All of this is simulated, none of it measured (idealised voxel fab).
You're looking at the process module voxel self aligned vias.
Each square cell in cross-section cut measures 5 nm, and the section as a whole is 290 nm wide.
Bands, listed from the top down, are how a cross-section gets written in this document; the cross-section itself is a grid of square cells, and a band is one or more rows of them.
Top, bottom (nm), then materials left to right with widths (nm); lone material tagged "full width" fills the whole band edge to edge; "empty" = empty space.
Counting heights begins at 0, where everything beneath is, in the wafer as received, one material. The lowest band has no bottom; it goes on downwards, as "z 0 and below" shows.
The notation "30->40" denotes a width that varies across the rows of cells in the band, beginning at the first number in the top row, finishing at the second number in the bottom row, and changing by an identical amount from each row to the next.
Step note "stayed the same" = no cross-section cell changed.
Empty spaces counting at least 8 cells and having no open way to the top are listed in "Unvented internal voids". The notation width x height at distance is used for each, the distance being from the left edge and all three values in nm.
If you see something after the settings on a step's line, that's the simulator's own remark about that step.
If you see "overlay nm" on a step's line and that step has a mask, it's telling you how far right of where it was planned the mask ended up; a negative number means it went left instead.
Pairs follow: section before one process step, section after it down to the lowest changed band, step with settings underneath. Pairs may come from different runs of this module on the same starting wafer; continuity with the pair above only as stated in the "Before processing" entry.

## Before processing
    z 0 and below  Si full width
    Unvented internal voids: none

## Post-Step Section View
    z 10 to 0  SiO2 full width
    Below 0 it's all the same as before, nothing changed down there.
    Unvented internal voids: none
What was done to get from the upper cross-section to the lower one? CONFORMAL_DEP [material SiO2] [thk nm 10]

Before processing: the after view from the pair directly above serves as the before view here.

## Post-Step Section View
    z 15 to 10  SiCN full width
    Below 10 it's all the same as before, nothing changed down there.
    Unvented internal voids: none
What was done to get from the upper cross-section to the lower one? CONFORMAL_DEP [material SiCN] [thk nm 5]

Before processing: the after view from the pair directly above serves as the before view here.

## Post-Step Section View
    z 45 to 15  lowk full width
    Below 15 it's all the same as before, nothing changed down there.
    Unvented internal voids: none
What was done to get from the upper cross-section to the lower one? DIRECTIONAL_DEP [material lowk] [thk nm 30]

Before processing: the after view from the pair directly above serves as the before view here.

## Post-Step Section View
    z 55 to 45  aC full width
    Below 45 it's all the same as before, nothing changed down there.
    Unvented internal voids: none
What was done to get from the upper cross-section to the lower one? DIRECTIONAL_DEP [material aC] [thk nm 10]

Before processing: the after view from the pair directly above serves as the before view here.

## Post-Step Section View
    z 80 to 55  resist 90  empty 30  resist 50  empty 30  resist 90
    Below 55 it's all the same as before, nothing changed down there.
    Unvented internal voids: none
What was done to get from the upper cross-section to the lower one? PATTERN [tone open] [mask id LINES] [material resist] [width nm 30] [pitch nm 80] [thk nm 25] [overlay nm 0]

Before processing: the after view from the pair directly above serves as the before view here.

## Post-Step Section View
    z 70 to 55  resist 90  empty 30  resist 50  empty 30  resist 90
    z 55 to 45  aC 90  empty 30  aC 50  empty 30  aC 90
    Below 45 it's all the same as before, nothing changed down there.
    Unvented internal voids: none
What was done to get from the upper cross-section to the lower one? DIRECTIONAL_ETCH [etch materials aC] [depth nm 10]

Before processing: the after view from the pair directly above serves as the before view here.

## Post-Step Section View
    z 55 to 45  aC 90  empty 30  aC 50  empty 30  aC 90
    Below 45 it's all the same as before, nothing changed down there.
    Unvented internal voids: none
What was done to get from the upper cross-section to the lower one? STRIP [etch materials resist]

Before processing: the after view from the pair directly above serves as the before view here.

## Post-Step Section View
    z 55 to 45  aC 90  empty 30  aC 50  empty 30  aC 90
    z 45 to 15  lowk 90  empty 30  lowk 50  empty 30  lowk 90
    Below 15 it's all the same as before, nothing changed down there.
    Unvented internal voids: none
What was done to get from the upper cross-section to the lower one? DIRECTIONAL_ETCH [etch materials lowk] [depth nm 30]

Before processing: the after view from the pair directly above serves as the before view here.

## Post-Step Section View
    z 45 to 15  lowk 90  empty 30  lowk 50  empty 30  lowk 90
    Below 15 it's all the same as before, nothing changed down there.
    Unvented internal voids: none
What was done to get from the upper cross-section to the lower one? STRIP [etch materials aC]

Before processing: the after view from the pair directly above serves as the before view here.

## Post-Step Section View
    z 50 to 45  TiN 95  empty 20  TiN 60  empty 20  TiN 95
    z 45 to 20  lowk 90  TiN 5  empty 20  TiN 5  lowk 50  TiN 5  empty 20  TiN 5  lowk 90
    z 20 to 15  lowk 90  TiN 30  lowk 50  TiN 30  lowk 90
    Below 15 it's all the same as before, nothing changed down there.
    Unvented internal voids: none
What was done to get from the upper cross-section to the lower one? CONFORMAL_DEP [material TiN] [thk nm 5]

Before processing: the after view from the pair directly above serves as the before view here.

## Post-Step Section View
    z 55 to 50  Ru full width
    z 50 to 45  TiN 95  Ru 20  TiN 60  Ru 20  TiN 95
    z 45 to 20  lowk 90  TiN 5  Ru 20  TiN 5  lowk 50  TiN 5  Ru 20  TiN 5  lowk 90
    Below 20 it's all the same as before, nothing changed down there.
    Unvented internal voids: none
What was done to get from the upper cross-section to the lower one? FILL_DEP [material Ru] [thk nm 5]

Before processing: the after view from the pair directly above serves as the before view here.

## Post-Step Section View
    z 45 to 20  lowk 90  TiN 5  Ru 20  TiN 5  lowk 50  TiN 5  Ru 20  TiN 5  lowk 90
    Below 20 it's all the same as before, nothing changed down there.
    Unvented internal voids: none
What was done to get from the upper cross-section to the lower one? CMP [height nm 45]

Before processing: the after view from the pair directly above serves as the before view here.

## Post-Step Section View
    z 45 to 35  lowk 90  empty 30  lowk 50  empty 30  lowk 90
    Below 35 it's all the same as before, nothing changed down there.
    Unvented internal voids: none
What was done to get from the upper cross-section to the lower one? SELECTIVE_ETCH [etch materials W Ru TiN] [depth nm 10]

Before processing: the after view from the pair directly above serves as the before view here.

## Post-Step Section View
    z 50 to 45  SiN full width
    z 45 to 35  lowk 90  SiN 30  lowk 50  SiN 30  lowk 90
    Below 35 it's all the same as before, nothing changed down there.
    Unvented internal voids: none
What was done to get from the upper cross-section to the lower one? FILL_DEP [material SiN] [thk nm 5]

Before processing: the after view from the pair directly above serves as the before view here.

## Post-Step Section View
    z 45 to 35  lowk 90  SiN 30  lowk 50  SiN 30  lowk 90
    Below 35 it's all the same as before, nothing changed down there.
    Unvented internal voids: none
What was done to get from the upper cross-section to the lower one? CMP [height nm 45]

Before processing: the after view from the pair directly above serves as the before view here.

## Post-Step Section View
    z 60 to 45  lowk full width
    Below 45 it's all the same as before, nothing changed down there.
    Unvented internal voids: none
What was done to get from the upper cross-section to the lower one? DIRECTIONAL_DEP [material lowk] [thk nm 15]

Before processing: the after view from the pair directly above serves as the before view here.

## Post-Step Section View
    z 75 to 60  aC full width
    Below 60 it's all the same as before, nothing changed down there.
    Unvented internal voids: none
What was done to get from the upper cross-section to the lower one? DIRECTIONAL_DEP [material aC] [thk nm 15]

Before processing: the after view from the pair directly above serves as the before view here.

## Post-Step Section View
    z 110 to 75  resist 80  empty 50  resist 30  empty 50  resist 80
    Below 75 it's all the same as before, nothing changed down there.
    Unvented internal voids: none
What was done to get from the upper cross-section to the lower one? PATTERN [tone open] [mask id VIAS] [material resist] [width nm 50] [pitch nm 80] [thk nm 35] [overlay nm 0]

Before processing: the after view from the pair directly above serves as the before view here.

## Post-Step Section View
    z 95 to 75  resist 80  empty 50  resist 30  empty 50  resist 80
    z 75 to 60  aC 80  empty 50  aC 30  empty 50  aC 80
    Below 60 it's all the same as before, nothing changed down there.
    Unvented internal voids: none
What was done to get from the upper cross-section to the lower one? DIRECTIONAL_ETCH [etch materials aC] [depth nm 15]

Before processing: the after view from the pair directly above serves as the before view here.

## Post-Step Section View
    z 75 to 60  aC 80  empty 50  aC 30  empty 50  aC 80
    Below 60 it's all the same as before, nothing changed down there.
    Unvented internal voids: none
What was done to get from the upper cross-section to the lower one? STRIP [etch materials resist]

Before processing: the after view from the pair directly above serves as the before view here.

## Post-Step Section View
    z 75 to 60  aC 80  empty 50  aC 30  empty 50  aC 80
    z 60 to 45  lowk 80  empty 50  lowk 30  empty 50  lowk 80
    Below 45 it's all the same as before, nothing changed down there.
    Unvented internal voids: none
What was done to get from the upper cross-section to the lower one? DIRECTIONAL_ETCH [etch materials lowk] [depth nm 15]

Before processing: the after view from the pair directly above serves as the before view here.

## Post-Step Section View
    z 75 to 60  aC 80  empty 50  aC 30  empty 50  aC 80
    z 60 to 45  lowk 80  empty 50  lowk 30  empty 50  lowk 80
    z 45 to 35  lowk 90  empty 30  lowk 50  empty 30  lowk 90
    Below 35 it's all the same as before, nothing changed down there.
    Unvented internal voids: none
What was done to get from the upper cross-section to the lower one? DIRECTIONAL_ETCH [etch materials SiN] [depth nm 10]

Before processing: the after view from the pair directly above serves as the before view here.

## Post-Step Section View
    z 60 to 45  lowk 80  empty 50  lowk 30  empty 50  lowk 80
    Below 45 it's all the same as before, nothing changed down there.
    Unvented internal voids: none
What was done to get from the upper cross-section to the lower one? STRIP [etch materials aC]

Before processing: the after view from the pair directly above serves as the before view here.

## Post-Step Section View
    z 65 to 60  TiN 85  empty 40  TiN 40  empty 40  TiN 85
    z 60 to 50  lowk 80  TiN 5  empty 40  TiN 5  lowk 30  TiN 5  empty 40  TiN 5  lowk 80
    z 50 to 40  lowk 80->90  TiN 15->5  empty 20  TiN 15->5  lowk 30->50  TiN 15->5  empty 20  TiN 15->5  lowk 80->90
    z 40 to 35  lowk 90  TiN 30  lowk 50  TiN 30  lowk 90
    Below 35 it's all the same as before, nothing changed down there.
    Unvented internal voids: none
What was done to get from the upper cross-section to the lower one? CONFORMAL_DEP [material TiN] [thk nm 5]

Before processing: the after view from the pair directly above serves as the before view here.

## Post-Step Section View
    z 70 to 65  Ru full width
    z 65 to 60  TiN 85  Ru 40  TiN 40  Ru 40  TiN 85
    z 60 to 50  lowk 80  TiN 5  Ru 40  TiN 5  lowk 30  TiN 5  Ru 40  TiN 5  lowk 80
    z 50 to 40  lowk 80->90  TiN 15->5  Ru 20  TiN 15->5  lowk 30->50  TiN 15->5  Ru 20  TiN 15->5  lowk 80->90
    Below 40 it's all the same as before, nothing changed down there.
    Unvented internal voids: none
What was done to get from the upper cross-section to the lower one? FILL_DEP [material Ru] [thk nm 5]

Before processing: the after view from the pair directly above serves as the before view here.

## Post-Step Section View
    z 60 to 50  lowk 80  TiN 5  Ru 40  TiN 5  lowk 30  TiN 5  Ru 40  TiN 5  lowk 80
    Below 50 it's all the same as before, nothing changed down there.
    Unvented internal voids: none
What was done to get from the upper cross-section to the lower one? CMP [height nm 60]

Before processing: the after view from the pair directly above serves as the before view here.

## Post-Step Section View
    z 65 to 60  SiCN full width
    Below 60 it's all the same as before, nothing changed down there.
    Unvented internal voids: none
What was done to get from the upper cross-section to the lower one? CONFORMAL_DEP [material SiCN] [thk nm 5]

## Before processing
    z 10 to 0  SiO2 full width
    z 0 and below  Si full width
    Unvented internal voids: none

## Post-Step Section View
    z 40 to 10  lowk full width
    Below 10 it's all the same as before, nothing changed down there.
    Unvented internal voids: none
What was done to get from the upper cross-section to the lower one? DIRECTIONAL_DEP [material lowk] [thk nm 30]

Before processing: the after view from the pair directly above serves as the before view here.

## Post-Step Section View
    z 50 to 40  aC full width
    Below 40 it's all the same as before, nothing changed down there.
    Unvented internal voids: none
What was done to get from the upper cross-section to the lower one? DIRECTIONAL_DEP [material aC] [thk nm 10]

Before processing: the after view from the pair directly above serves as the before view here.

## Post-Step Section View
    z 75 to 50  resist 90  empty 30  resist 50  empty 30  resist 90
    Below 50 it's all the same as before, nothing changed down there.
    Unvented internal voids: none
What was done to get from the upper cross-section to the lower one? PATTERN [tone open] [mask id LINES] [material resist] [width nm 30] [pitch nm 80] [thk nm 25] [overlay nm 0]

Before processing: the after view from the pair directly above serves as the before view here.

## Post-Step Section View
    z 65 to 50  resist 90  empty 30  resist 50  empty 30  resist 90
    z 50 to 40  aC 90  empty 30  aC 50  empty 30  aC 90
    Below 40 it's all the same as before, nothing changed down there.
    Unvented internal voids: none
What was done to get from the upper cross-section to the lower one? DIRECTIONAL_ETCH [etch materials aC] [depth nm 10]

Before processing: the after view from the pair directly above serves as the before view here.

## Post-Step Section View
    z 50 to 40  aC 90  empty 30  aC 50  empty 30  aC 90
    Below 40 it's all the same as before, nothing changed down there.
    Unvented internal voids: none
What was done to get from the upper cross-section to the lower one? STRIP [etch materials resist]

Before processing: the after view from the pair directly above serves as the before view here.

## Post-Step Section View
    z 50 to 40  aC 90  empty 30  aC 50  empty 30  aC 90
    z 40 to 10  lowk 90  empty 30  lowk 50  empty 30  lowk 90
    Below 10 it's all the same as before, nothing changed down there.
    Unvented internal voids: none
What was done to get from the upper cross-section to the lower one? DIRECTIONAL_ETCH [etch materials lowk] [depth nm 30]

Before processing: the after view from the pair directly above serves as the before view here.

## Post-Step Section View
    z 40 to 10  lowk 90  empty 30  lowk 50  empty 30  lowk 90
    Below 10 it's all the same as before, nothing changed down there.
    Unvented internal voids: none
What was done to get from the upper cross-section to the lower one? STRIP [etch materials aC]

Before processing: the after view from the pair directly above serves as the before view here.

## Post-Step Section View
    z 45 to 40  TiN 95  empty 20  TiN 60  empty 20  TiN 95
    z 40 to 15  lowk 90  TiN 5  empty 20  TiN 5  lowk 50  TiN 5  empty 20  TiN 5  lowk 90
    z 15 to 10  lowk 90  TiN 30  lowk 50  TiN 30  lowk 90
    Below 10 it's all the same as before, nothing changed down there.
    Unvented internal voids: none
What was done to get from the upper cross-section to the lower one? CONFORMAL_DEP [material TiN] [thk nm 5]

Before processing: the after view from the pair directly above serves as the before view here.

## Post-Step Section View
    z 50 to 45  Ru full width
    z 45 to 40  TiN 95  Ru 20  TiN 60  Ru 20  TiN 95
    z 40 to 15  lowk 90  TiN 5  Ru 20  TiN 5  lowk 50  TiN 5  Ru 20  TiN 5  lowk 90
    Below 15 it's all the same as before, nothing changed down there.
    Unvented internal voids: none
What was done to get from the upper cross-section to the lower one? FILL_DEP [material Ru] [thk nm 5]

Before processing: the after view from the pair directly above serves as the before view here.

## Post-Step Section View
    z 45 to 40  TiN 95  Ru 20  TiN 60  Ru 20  TiN 95
    Below 40 it's all the same as before, nothing changed down there.
    Unvented internal voids: none
What was done to get from the upper cross-section to the lower one? CMP [height nm 45]

Before processing: the after view from the pair directly above serves as the before view here.

## Post-Step Section View
    z 40 to 35  lowk 90  empty 30  lowk 50  empty 30  lowk 90
    Below 35 it's all the same as before, nothing changed down there.
    Unvented internal voids: none
What was done to get from the upper cross-section to the lower one? SELECTIVE_ETCH [etch materials W Ru TiN] [depth nm 10]

Before processing: the after view from the pair directly above serves as the before view here.

## Post-Step Section View
    z 45 to 40  SiN full width
    z 40 to 35  lowk 90  SiN 30  lowk 50  SiN 30  lowk 90
    Below 35 it's all the same as before, nothing changed down there.
    Unvented internal voids: none
What was done to get from the upper cross-section to the lower one? FILL_DEP [material SiN] [thk nm 5]

Before processing: the after view from the pair directly above serves as the before view here.

## Post-Step Section View
    z 60 to 45  lowk full width
    Below 45 it's all the same as before, nothing changed down there.
    Unvented internal voids: none
What was done to get from the upper cross-section to the lower one? DIRECTIONAL_DEP [material lowk] [thk nm 15]

Before processing: the after view from the pair directly above serves as the before view here.

## Post-Step Section View
    z 75 to 60  aC full width
    Below 60 it's all the same as before, nothing changed down there.
    Unvented internal voids: none
What was done to get from the upper cross-section to the lower one? DIRECTIONAL_DEP [material aC] [thk nm 15]

Before processing: the after view from the pair directly above serves as the before view here.

## Post-Step Section View
    z 110 to 75  resist 80  empty 50  resist 30  empty 50  resist 80
    Below 75 it's all the same as before, nothing changed down there.
    Unvented internal voids: none
What was done to get from the upper cross-section to the lower one? PATTERN [tone open] [mask id VIAS] [material resist] [width nm 50] [pitch nm 80] [thk nm 35] [overlay nm 0]

Before processing: the after view from the pair directly above serves as the before view here.

## Post-Step Section View
    z 95 to 75  resist 80  empty 50  resist 30  empty 50  resist 80
    z 75 to 60  aC 80  empty 50  aC 30  empty 50  aC 80
    Below 60 it's all the same as before, nothing changed down there.
    Unvented internal voids: none
What was done to get from the upper cross-section to the lower one? DIRECTIONAL_ETCH [etch materials aC] [depth nm 15]

Before processing: the after view from the pair directly above serves as the before view here.

## Post-Step Section View
    z 75 to 60  aC 80  empty 50  aC 30  empty 50  aC 80
    Below 60 it's all the same as before, nothing changed down there.
    Unvented internal voids: none
What was done to get from the upper cross-section to the lower one? STRIP [etch materials resist]

Before processing: the after view from the pair directly above serves as the before view here.

## Post-Step Section View
    z 75 to 60  aC 80  empty 50  aC 30  empty 50  aC 80
    z 60 to 45  lowk 80  empty 50  lowk 30  empty 50  lowk 80
    Below 45 it's all the same as before, nothing changed down there.
    Unvented internal voids: none
What was done to get from the upper cross-section to the lower one? DIRECTIONAL_ETCH [etch materials lowk] [depth nm 15]

Before processing: the after view from the pair directly above serves as the before view here.

## Post-Step Section View
    z 75 to 60  aC 80  empty 50  aC 30  empty 50  aC 80
    z 60 to 45  lowk 80  empty 50  lowk 30  empty 50  lowk 80
    z 45 to 40  SiN 80  empty 50  SiN 30  empty 50  SiN 80
    z 40 to 35  lowk 90  empty 30  lowk 50  empty 30  lowk 90
    Below 35 it's all the same as before, nothing changed down there.
    Unvented internal voids: none
What was done to get from the upper cross-section to the lower one? DIRECTIONAL_ETCH [etch materials SiN] [depth nm 10]

Before processing: the after view from the pair directly above serves as the before view here.

## Post-Step Section View
    z 60 to 45  lowk 80  empty 50  lowk 30  empty 50  lowk 80
    Below 45 it's all the same as before, nothing changed down there.
    Unvented internal voids: none
What was done to get from the upper cross-section to the lower one? STRIP [etch materials aC]

Before processing: the after view from the pair directly above serves as the before view here.

## Post-Step Section View
    z 65 to 60  TiN 85  empty 40  TiN 40  empty 40  TiN 85
    z 60 to 45  lowk 80  TiN 5  empty 40  TiN 5  lowk 30  TiN 5  empty 40  TiN 5  lowk 80
    z 45 to 40  SiN 80  TiN 15  empty 20  TiN 15  SiN 30  TiN 15  empty 20  TiN 15  SiN 80
    z 40 to 35  lowk 90  TiN 30  lowk 50  TiN 30  lowk 90
    Below 35 it's all the same as before, nothing changed down there.
    Unvented internal voids: none
What was done to get from the upper cross-section to the lower one? CONFORMAL_DEP [material TiN] [thk nm 5]

Before processing: the after view from the pair directly above serves as the before view here.

## Post-Step Section View
    z 70 to 65  Ru full width
    z 65 to 60  TiN 85  Ru 40  TiN 40  Ru 40  TiN 85
    z 60 to 45  lowk 80  TiN 5  Ru 40  TiN 5  lowk 30  TiN 5  Ru 40  TiN 5  lowk 80
    z 45 to 40  SiN 80  TiN 15  Ru 20  TiN 15  SiN 30  TiN 15  Ru 20  TiN 15  SiN 80
    Below 40 it's all the same as before, nothing changed down there.
    Unvented internal voids: none
What was done to get from the upper cross-section to the lower one? FILL_DEP [material Ru] [thk nm 5]

Before processing: the after view from the pair directly above serves as the before view here.

## Post-Step Section View
    z 60 to 45  lowk 80  TiN 5  Ru 40  TiN 5  lowk 30  TiN 5  Ru 40  TiN 5  lowk 80
    Below 45 it's all the same as before, nothing changed down there.
    Unvented internal voids: none
What was done to get from the upper cross-section to the lower one? CMP [height nm 60]

Before processing: the after view from the pair directly above serves as the before view here.

## Post-Step Section View
    z 65 to 60  SiCN full width
    Below 60 it's all the same as before, nothing changed down there.
    Unvented internal voids: none
What was done to get from the upper cross-section to the lower one? CONFORMAL_DEP [material SiCN] [thk nm 5]

## Before processing
    z 75 to 60  aC 80  empty 50  aC 30  empty 50  aC 80
    z 60 to 45  lowk 80  empty 50  lowk 30  empty 50  lowk 80
    z 45 to 35  lowk 90  SiN 30  lowk 50  SiN 30  lowk 90
    z 35 to 20  lowk 90  TiN 5  Ru 20  TiN 5  lowk 50  TiN 5  Ru 20  TiN 5  lowk 90
    z 20 to 15  lowk 90  TiN 30  lowk 50  TiN 30  lowk 90
    z 15 to 10  SiCN full width
    z 10 to 0  SiO2 full width
    z 0 and below  Si full width
    Unvented internal voids: none

## Post-Step Section View
    z 75 to 60  aC 80  empty 50  aC 30  empty 50  aC 80
    z 60 to 45  lowk 80  empty 50  lowk 30  empty 50  lowk 80
    z 45 to 35  lowk 80  empty 10  SiN 30  empty 10  lowk 30  empty 10  SiN 30  empty 10  lowk 80
    z 35 to 30  lowk 80  empty 10  TiN 5  Ru 20  TiN 5  empty 10  lowk 30  empty 10  TiN 5  Ru 20  TiN 5  empty 10  lowk 80
    Below 30 it's all the same as before, nothing changed down there.
    Unvented internal voids: none
What was done to get from the upper cross-section to the lower one? DIRECTIONAL_ETCH [etch materials lowk] [depth nm 15]

Before processing: the after view from the pair directly above serves as the before view here.

## Post-Step Section View
    z 75 to 60  aC 80  empty 50  aC 30  empty 50  aC 80
    z 60 to 35  lowk 80  empty 50  lowk 30  empty 50  lowk 80
    Below 35 it's all the same as before, nothing changed down there.
    Unvented internal voids: none
What was done to get from the upper cross-section to the lower one? DIRECTIONAL_ETCH [etch materials SiN] [depth nm 10]

Before processing: the after view from the pair directly above serves as the before view here.

## Post-Step Section View
    z 60 to 35  lowk 80  empty 50  lowk 30  empty 50  lowk 80
    Below 35 it's all the same as before, nothing changed down there.
    Unvented internal voids: none
What was done to get from the upper cross-section to the lower one? STRIP [etch materials aC]

Before processing: the after view from the pair directly above serves as the before view here.

## Post-Step Section View
    z 65 to 60  TiN 85  empty 40  TiN 40  empty 40  TiN 85
    z 60 to 40  lowk 80  TiN 5  empty 40  TiN 5  lowk 30  TiN 5  empty 40  TiN 5  lowk 80
    z 40 to 35  lowk 80  TiN 50  lowk 30  TiN 50  lowk 80
    z 35 to 30  lowk 80  TiN 15  Ru 20  TiN 15  lowk 30  TiN 15  Ru 20  TiN 15  lowk 80
    Below 30 it's all the same as before, nothing changed down there.
    Unvented internal voids: none
What was done to get from the upper cross-section to the lower one? CONFORMAL_DEP [material TiN] [thk nm 5]

Before processing: the after view from the pair directly above serves as the before view here.

## Post-Step Section View
    z 70 to 65  Ru full width
    z 65 to 60  TiN 85  Ru 40  TiN 40  Ru 40  TiN 85
    z 60 to 40  lowk 80  TiN 5  Ru 40  TiN 5  lowk 30  TiN 5  Ru 40  TiN 5  lowk 80
    Below 40 it's all the same as before, nothing changed down there.
    Unvented internal voids: none
What was done to get from the upper cross-section to the lower one? FILL_DEP [material Ru] [thk nm 5]

Before processing: the after view from the pair directly above serves as the before view here.

## Post-Step Section View
    z 60 to 40  lowk 80  TiN 5  Ru 40  TiN 5  lowk 30  TiN 5  Ru 40  TiN 5  lowk 80
    Below 40 it's all the same as before, nothing changed down there.
    Unvented internal voids: none
What was done to get from the upper cross-section to the lower one? CMP [height nm 60]

Before processing: the after view from the pair directly above serves as the before view here.

## Post-Step Section View
    z 65 to 60  SiCN full width
    Below 60 it's all the same as before, nothing changed down there.
    Unvented internal voids: none
What was done to get from the upper cross-section to the lower one? CONFORMAL_DEP [material SiCN] [thk nm 5]

## Before processing
    z 40 to 10  lowk full width
    z 10 to 0  SiO2 full width
    z 0 and below  Si full width
    Unvented internal voids: none

## Post-Step Section View
    z 45 to 40  SiCN full width
    Below 40 it's all the same as before, nothing changed down there.
    Unvented internal voids: none
What was done to get from the upper cross-section to the lower one? CONFORMAL_DEP [material SiCN] [thk nm 5]

Before processing: the after view from the pair directly above serves as the before view here.

## Post-Step Section View
    z 55 to 45  aC full width
    Below 45 it's all the same as before, nothing changed down there.
    Unvented internal voids: none
What was done to get from the upper cross-section to the lower one? DIRECTIONAL_DEP [material aC] [thk nm 10]

Before processing: the after view from the pair directly above serves as the before view here.

## Post-Step Section View
    z 80 to 55  resist 90  empty 30  resist 50  empty 30  resist 90
    Below 55 it's all the same as before, nothing changed down there.
    Unvented internal voids: none
What was done to get from the upper cross-section to the lower one? PATTERN [tone open] [mask id LINES] [material resist] [width nm 30] [pitch nm 80] [thk nm 25] [overlay nm 0]

Before processing: the after view from the pair directly above serves as the before view here.

## Post-Step Section View
    z 70 to 55  resist 90  empty 30  resist 50  empty 30  resist 90
    z 55 to 45  aC 90  empty 30  aC 50  empty 30  aC 90
    Below 45 it's all the same as before, nothing changed down there.
    Unvented internal voids: none
What was done to get from the upper cross-section to the lower one? DIRECTIONAL_ETCH [etch materials aC] [depth nm 10]

Before processing: the after view from the pair directly above serves as the before view here.

## Post-Step Section View
    z 55 to 45  aC 90  empty 30  aC 50  empty 30  aC 90
    Below 45 it's all the same as before, nothing changed down there.
    Unvented internal voids: none
What was done to get from the upper cross-section to the lower one? STRIP [etch materials resist]

Before processing: the after view from the pair directly above serves as the before view here.

## Post-Step Section View
    z 45 to 40  SiCN full width
    Below 40 it's all the same as before, nothing changed down there.
    Unvented internal voids: none
What was done to get from the upper cross-section to the lower one? STRIP [etch materials aC]

Before processing: the after view from the pair directly above serves as the before view here.

## Post-Step Section View
    z 50 to 45  TiN full width
    Below 45 it's all the same as before, nothing changed down there.
    Unvented internal voids: none
What was done to get from the upper cross-section to the lower one? CONFORMAL_DEP [material TiN] [thk nm 5]

Before processing: the after view from the pair directly above serves as the before view here.

## Post-Step Section View
    z 55 to 50  Ru full width
    Below 50 it's all the same as before, nothing changed down there.
    Unvented internal voids: none
What was done to get from the upper cross-section to the lower one? FILL_DEP [material Ru] [thk nm 5]

Before processing: the after view from the pair directly above serves as the before view here.

## Post-Step Section View
    z 45 to 40  SiCN full width
    Below 40 it's all the same as before, nothing changed down there.
    Unvented internal voids: none
What was done to get from the upper cross-section to the lower one? CMP [height nm 45]

Before processing: the after view from the pair directly above serves as the before view here.

## Post-Step Section View
    z 50 to 45  SiN full width
    Below 45 it's all the same as before, nothing changed down there.
    Unvented internal voids: none
What was done to get from the upper cross-section to the lower one? FILL_DEP [material SiN] [thk nm 5]

Before processing: the after view from the pair directly above serves as the before view here.

## Post-Step Section View
    z 45 to 40  SiCN full width
    Below 40 it's all the same as before, nothing changed down there.
    Unvented internal voids: none
What was done to get from the upper cross-section to the lower one? CMP [height nm 45]

Before processing: the after view from the pair directly above serves as the before view here.

## Post-Step Section View
    z 60 to 45  lowk full width
    Below 45 it's all the same as before, nothing changed down there.
    Unvented internal voids: none
What was done to get from the upper cross-section to the lower one? DIRECTIONAL_DEP [material lowk] [thk nm 15]

Before processing: the after view from the pair directly above serves as the before view here.

## Post-Step Section View
    z 75 to 60  aC full width
    Below 60 it's all the same as before, nothing changed down there.
    Unvented internal voids: none
What was done to get from the upper cross-section to the lower one? DIRECTIONAL_DEP [material aC] [thk nm 15]

Before processing: the after view from the pair directly above serves as the before view here.

## Post-Step Section View
    z 110 to 75  resist 80  empty 50  resist 30  empty 50  resist 80
    Below 75 it's all the same as before, nothing changed down there.
    Unvented internal voids: none
What was done to get from the upper cross-section to the lower one? PATTERN [tone open] [mask id VIAS] [material resist] [width nm 50] [pitch nm 80] [thk nm 35] [overlay nm 0]

Before processing: the after view from the pair directly above serves as the before view here.

## Post-Step Section View
    z 95 to 75  resist 80  empty 50  resist 30  empty 50  resist 80
    z 75 to 60  aC 80  empty 50  aC 30  empty 50  aC 80
    Below 60 it's all the same as before, nothing changed down there.
    Unvented internal voids: none
What was done to get from the upper cross-section to the lower one? DIRECTIONAL_ETCH [etch materials aC] [depth nm 15]

Before processing: the after view from the pair directly above serves as the before view here.

## Post-Step Section View
    z 75 to 60  aC 80  empty 50  aC 30  empty 50  aC 80
    Below 60 it's all the same as before, nothing changed down there.
    Unvented internal voids: none
What was done to get from the upper cross-section to the lower one? STRIP [etch materials resist]

Before processing: the after view from the pair directly above serves as the before view here.

## Post-Step Section View
    z 75 to 60  aC 80  empty 50  aC 30  empty 50  aC 80
    z 60 to 45  lowk 80  empty 50  lowk 30  empty 50  lowk 80
    Below 45 it's all the same as before, nothing changed down there.
    Unvented internal voids: none
What was done to get from the upper cross-section to the lower one? DIRECTIONAL_ETCH [etch materials lowk] [depth nm 15]

Before processing: the after view from the pair directly above serves as the before view here.

## Post-Step Section View
    z 60 to 45  lowk 80  empty 50  lowk 30  empty 50  lowk 80
    Below 45 it's all the same as before, nothing changed down there.
    Unvented internal voids: none
What was done to get from the upper cross-section to the lower one? STRIP [etch materials aC]

Before processing: the after view from the pair directly above serves as the before view here.

## Post-Step Section View
    z 65 to 60  TiN 85  empty 40  TiN 40  empty 40  TiN 85
    z 60 to 50  lowk 80  TiN 5  empty 40  TiN 5  lowk 30  TiN 5  empty 40  TiN 5  lowk 80
    z 50 to 45  lowk 80  TiN 50  lowk 30  TiN 50  lowk 80
    Below 45 it's all the same as before, nothing changed down there.
    Unvented internal voids: none
What was done to get from the upper cross-section to the lower one? CONFORMAL_DEP [material TiN] [thk nm 5]

Before processing: the after view from the pair directly above serves as the before view here.

## Post-Step Section View
    z 70 to 65  Ru full width
    z 65 to 60  TiN 85  Ru 40  TiN 40  Ru 40  TiN 85
    z 60 to 50  lowk 80  TiN 5  Ru 40  TiN 5  lowk 30  TiN 5  Ru 40  TiN 5  lowk 80
    Below 50 it's all the same as before, nothing changed down there.
    Unvented internal voids: none
What was done to get from the upper cross-section to the lower one? FILL_DEP [material Ru] [thk nm 5]

Before processing: the after view from the pair directly above serves as the before view here.

## Post-Step Section View
    z 60 to 50  lowk 80  TiN 5  Ru 40  TiN 5  lowk 30  TiN 5  Ru 40  TiN 5  lowk 80
    Below 50 it's all the same as before, nothing changed down there.
    Unvented internal voids: none
What was done to get from the upper cross-section to the lower one? CMP [height nm 60]

Before processing: the after view from the pair directly above serves as the before view here.

## Post-Step Section View
    z 65 to 60  SiCN full width
    Below 60 it's all the same as before, nothing changed down there.
    Unvented internal voids: none
What was done to get from the upper cross-section to the lower one? CONFORMAL_DEP [material SiCN] [thk nm 5]
